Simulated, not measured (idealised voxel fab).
voxel released beams: a process module
cross-section cut | 270 nm wide | cells 5 nm
If you're reading a cross-section in this doc, picture square cells in a grid; it comes to you as bands, top ones listed first down to the bottom, and a band can be one or more rows of cells.
Top height, bottom height, nm. Materials left to right, width each, nm. Single material + "edge to edge" = fills band edge to edge. "empty" = empty.
Convention: height 0 is the level below which the wafer, as received, is all one material. The lowest band does not terminate at the bottom but continues downward, represented as "0..down".
A width such as "30..40" changes by the same amount from each row of cells to the next, from the band's top row to its bottom row.
Step marked "stayed the same"? Then no cell in the cross-section changed in it.
For the entry "Unvented cavities", the listed items are empty spaces with no open way to the top whose size is 8 cells or more; each item follows the pattern width x height at distance, where distance is from the left edge and all three are in nm.
Step line, after settings: the simulator's comment on this step.
overlay nm: for a step with a mask, the amount by which the mask lay right of where it was planned; a negative amount means left of it.
PLANNED STEP LIST FOR THE PROCESS
1,RECEIVE [material Si]
2,CONFORMAL_DEP [material SiN] [thk nm 10]
3,DIRECTIONAL_DEP [material SiO2] [thk nm 20]
4,MASKED_ETCH [tone open] [mask id ANCHOR] [width nm 30] [etch materials SiO2] [depth nm 20] [overlay nm 0]
5,CONFORMAL_DEP [material polySi] [thk nm 10]
6,DIRECTIONAL_DEP [material aC] [thk nm 10]
7,PATTERN [tone cover] [mask id BEAM] [material resist] [width nm 90] [thk nm 25] [overlay nm 0]
8,DIRECTIONAL_ETCH [etch materials aC] [depth nm 10]
9,STRIP [etch materials resist]
10,DIRECTIONAL_ETCH [etch materials polySi] [depth nm 10]
11,STRIP [etch materials aC]
12,STRIP [etch materials SiO2]
WAFER, FIRST OF TWO, RUN AS PLANNED
DELIVERED WAFER IN CROSS-SECTION: STATE AFTER STEP 1
> 0..down | Si edge to edge
> Unvented cavities: none
CROSS-SECTION THROUGH THE WAFER, STEP 2 FINISHED
> 10..0 | SiN edge to edge
> Note: structure below 0 unchanged.
CROSS-SECTION THROUGH THE WAFER, STEP 3 FINISHED
> 30..10 | SiO2 edge to edge
> Note: structure below 10 unchanged.
CROSS-SECTION THROUGH THE WAFER, STEP 4 FINISHED
> 30..10 | SiO2: 90, then empty: 30, then SiO2: 150
> Note: structure below 10 unchanged.
CROSS-SECTION THROUGH THE WAFER, STEP 5 FINISHED
> 40..30 | polySi: 100, then empty: 10, then polySi: 160
> 30..20 | SiO2: 90, then polySi: 10, then empty: 10, then polySi: 10, then SiO2: 150
> 20..10 | SiO2: 90, then polySi: 30, then SiO2: 150
> Note: structure below 10 unchanged.
CROSS-SECTION THROUGH THE WAFER, STEP 6 FINISHED
> 50..40 | aC: 100, then empty: 10, then aC: 160
> 40..30 | polySi: 100, then empty: 10, then polySi: 160
> 30..20 | SiO2: 90, then polySi: 10, then aC: 10, then polySi: 10, then SiO2: 150
> Note: structure below 20 unchanged.
CROSS-SECTION THROUGH THE WAFER, STEP 7 FINISHED
> 75..50 | empty: 85, then resist: 90, then empty: 95
> 50..40 | aC: 100, then resist: 10, then aC: 160
> 40..30 | polySi: 100, then resist: 10, then polySi: 160
> Note: structure below 30 unchanged.
CROSS-SECTION THROUGH THE WAFER, STEP 8 FINISHED
> 65..50 | empty: 85, then resist: 90, then empty: 95
> 50..40 | empty: 85, then aC: 15, then resist: 10, then aC: 65, then empty: 95
> Note: structure below 40 unchanged.
CROSS-SECTION THROUGH THE WAFER, STEP 9 FINISHED
> 50..40 | empty: 85, then aC: 15, then empty: 10, then aC: 65, then empty: 95
> 40..30 | polySi: 100, then empty: 10, then polySi: 160
> Note: structure below 30 unchanged.
CROSS-SECTION THROUGH THE WAFER, STEP 10 FINISHED
> 50..40 | empty: 85, then aC: 15, then empty: 10, then aC: 65, then empty: 95
> 40..30 | empty: 85, then polySi: 15, then empty: 10, then polySi: 65, then empty: 95
> Note: structure below 30 unchanged.
CROSS-SECTION THROUGH THE WAFER, STEP 11 FINISHED
> 40..30 | empty: 85, then polySi: 15, then empty: 10, then polySi: 65, then empty: 95
> 30..20 | SiO2: 90, then polySi: 10, then empty: 10, then polySi: 10, then SiO2: 150
> Note: structure below 20 unchanged.
CROSS-SECTION THROUGH THE WAFER, STEP 12 FINISHED
> 40..30 | empty: 85, then polySi: 15, then empty: 10, then polySi: 65, then empty: 95
> 30..20 | empty: 90, then polySi: 10, then empty: 10, then polySi: 10, then empty: 150
> 20..10 | empty: 90, then polySi: 30, then empty: 150
> Note: structure below 10 unchanged.
NOW THE OTHER WAFER: SAME START, SAME RECIPE, BUT WE MESSED UP ONE THING WHEN RUNNING IT. UP TO AND INCLUDING STEP 2 IT'S THE SAME AS THE FIRST ONE
Second wafer, cross-section, planned end of step 3: stayed the same
Second wafer, cross-section, planned end of step 4: stayed the same
SECOND WAFER, CROSS-SECTION, PLANNED END OF STEP 5
> 20..10 | polySi edge to edge
> Note: structure below 10 unchanged.
SECOND WAFER, CROSS-SECTION, PLANNED END OF STEP 6
> 30..20 | aC edge to edge
> Note: structure below 20 unchanged.
SECOND WAFER, CROSS-SECTION, PLANNED END OF STEP 7
> 55..30 | empty: 85, then resist: 90, then empty: 95
> Note: structure below 30 unchanged.
SECOND WAFER, CROSS-SECTION, PLANNED END OF STEP 8
> 45..30 | empty: 85, then resist: 90, then empty: 95
> 30..20 | empty: 85, then aC: 90, then empty: 95
> Note: structure below 20 unchanged.
SECOND WAFER, CROSS-SECTION, PLANNED END OF STEP 9
> 30..20 | empty: 85, then aC: 90, then empty: 95
> Note: structure below 20 unchanged.
SECOND WAFER, CROSS-SECTION, PLANNED END OF STEP 10
> 30..20 | empty: 85, then aC: 90, then empty: 95
> 20..10 | empty: 85, then polySi: 90, then empty: 95
> Note: structure below 10 unchanged.
SECOND WAFER, CROSS-SECTION, PLANNED END OF STEP 11
> 20..10 | empty: 85, then polySi: 90, then empty: 95
> Note: structure below 10 unchanged.
Second wafer, cross-section, planned end of step 12: stayed the same
Diagnosis: step 3 of the plan: omitted, not performed
Per the end-of-run cell counts, the second wafer holds more or fewer of some materials than the first: polySi: 16 fewer
